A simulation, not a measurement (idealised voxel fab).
You're looking at the process module voxel quadruple lines.
It is cross-section cut that appears here, measuring 285 nm in width, its square cells being 5 nm in size.
Cross-section = grid of square cells, listed top down in bands; band = one or more rows. In this notation a band is specified by the heights of its top and bottom, in that order and in nm, after which its materials appear from left to right, each paired with its width in nm. The word "everywhere" attached to a single material means that material fills the band from edge to edge; the word "blank" stands for empty space. Counting heights begins at 0, where everything beneath is, in the wafer as received, one material. The lowest band has no bottom; it goes on downwards, as "from 0 down" shows. Width: "30..40" (first number = top row, second number = bottom row, same change from row to row of cells). It should be understood that the words "all unchanged", when stated for a given step, signify that the cross-section underwent no change in any of its cells during that step. "Enclosed void catalog": sealed empty spaces, 8 cells or more, no open way to top, listed width x height at distance, with distance from the left edge and width, height and distance in nm. It should be noted that, on the line of a given step, the content following the step's settings is a remark produced by the simulator itself with respect to that step. The optional step-line setting "overlay nm" applies to steps with a mask and quantifies how far to the right of its planned location the mask lay, a negative value indicating leftward placement.

The planned process steps are enumerated hereunder
1,RECEIVE: material Si
2,CONFORMAL_DEP: material SiO2, thk nm 5
3,DIRECTIONAL_DEP: material W, thk nm 10
4,DIRECTIONAL_DEP: material polySi, thk nm 20
5,DIRECTIONAL_DEP: material aC, thk nm 25
6,PATTERN: tone cover, mask id MANDREL, material resist, width nm 20, pitch nm 60, thk nm 35, overlay nm 0
7,DIRECTIONAL_ETCH: etch materials aC, depth nm 25
8,STRIP: etch materials resist
9,CONFORMAL_DEP: material SiO2, thk nm 10
10,DIRECTIONAL_ETCH: etch materials SiO2, depth nm 10
11,STRIP: etch materials aC
12,DIRECTIONAL_ETCH: etch materials polySi, depth nm 20
13,STRIP: etch materials SiO2
14,CONFORMAL_DEP: material SiCN, thk nm 5
15,DIRECTIONAL_ETCH: etch materials SiCN, depth nm 5
16,STRIP: etch materials polySi
17,DIRECTIONAL_ETCH: etch materials W, depth nm 10
18,STRIP: etch materials SiCN

Cross-section of the incoming wafer, state after step 1
    from 0 down: Si everywhere
    Enclosed void catalog: none

Starting structure and process plan are as shown above, but one mistake was made in running the module; the wafer cross-section at the end of the module follows
    from 15 to 5: 80 nm blank, 5 nm W, 10 nm blank, 5 nm W, 20 nm blank, 5 nm W, 10 nm blank, 10 nm W, 10 nm blank, 5 nm W, 20 nm blank, 5 nm W, 10 nm blank, 5 nm W, 85 nm blank
    from 5 to 0: SiO2 everywhere
    from 0 down: Si everywhere
    Enclosed void catalog: none
What broke from the plan during processing? step 6 ran differently from the plan; actual operation with settings: PATTERN: tone cover, mask id MANDREL, material resist, width nm 30, pitch nm 60, thk nm 35, overlay nm 0
